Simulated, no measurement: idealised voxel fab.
The following is a process module called voxel released beams.
Cross-sectional view cut (width: 205 nm; square cell size: 5 nm).
Cross-section spec: square-cell grid; bands listed top down; each band is one or more rows. First you get the band's top height and its bottom height, in nm, and then the materials it's made of, left to right, with each width in nm. If you see a single material with "throughout", that one covers the band edge to edge. "blank" is empty space. Zero point of the height axis is 0; under it, received wafer = one material. Lowest band: continues down indefinitely, "from 0 down". The notation "30 to 40" denotes a width that varies across the rows of cells in the band, beginning at the first number in the top row, finishing at the second number in the bottom row, and changing by an identical amount from each row to the next. "nothing was modified" after a step means that no cell of the cross-section changed. Each empty space that has no open way to the top and spans at least 8 cells appears under "Enclosed cavity list" as width x height at distance, the distance counted from the left edge, all in nm. Anything after a step's settings on that line? It's the simulator's own note about the step. overlay nm: where the mask lay relative to plan, measured to the right, on steps with a mask; negatives go left.
[The planned process steps are enumerated hereunder]
1) RECEIVE,material Si
2) CONFORMAL_DEP,material SiN,thk nm 5
3) DIRECTIONAL_DEP,material SiO2,thk nm 20
4) MASKED_ETCH,tone open,mask id ANCHOR,width nm 45,etch materials SiO2,depth nm 20,overlay nm 0
5) CONFORMAL_DEP,material W,thk nm 15
6) DIRECTIONAL_DEP,material aC,thk nm 15
7) PATTERN,tone cover,mask id BEAM,material resist,width nm 120,thk nm 35,overlay nm 0
8) DIRECTIONAL_ETCH,etch materials aC,depth nm 15
9) STRIP,etch materials resist
10) DIRECTIONAL_ETCH,etch materials W,depth nm 15
11) STRIP,etch materials aC
12) STRIP,etch materials SiO2
[Received-state cross-section, reflecting completion of step 1]
* from 0 down  Si throughout
* Enclosed cavity list: none
[Wafer cross-section at module end: first of two, run to plan]
* from 40 to 25  blank=40, W=20, blank=15, W=85, blank=45
* from 25 to 20  blank=45, W=15, blank=15, W=15, blank=115
* from 20 to 5  blank=45, W=45, blank=115
* from 5 to 0  SiN throughout
* from 0 down  Si throughout
* Enclosed cavity list: none
[Second wafer cross-section at end of module - shared start and plan with the first, one mistake in the run]
* from 40 to 25  blank=40, W=65, blank=100
* from 25 to 20  blank=30, W=15, SiO2=45, W=15, blank=100
* from 20 to 5  blank=30, W=15, SiO2=45, W=70, blank=45
* from 5 to 0  SiN throughout
* from 0 down  Si throughout
* Enclosed cavity list: none
The plan and the run diverged here: the process deviated at step 4: the operation and settings actually run there were MASKED_ETCH,tone cover,mask id ANCHOR,width nm 45,etch materials SiO2,depth nm 20,overlay nm 0
End check, counted in cells, second wafer has more or fewer of these materials than the first: SiO2 +36
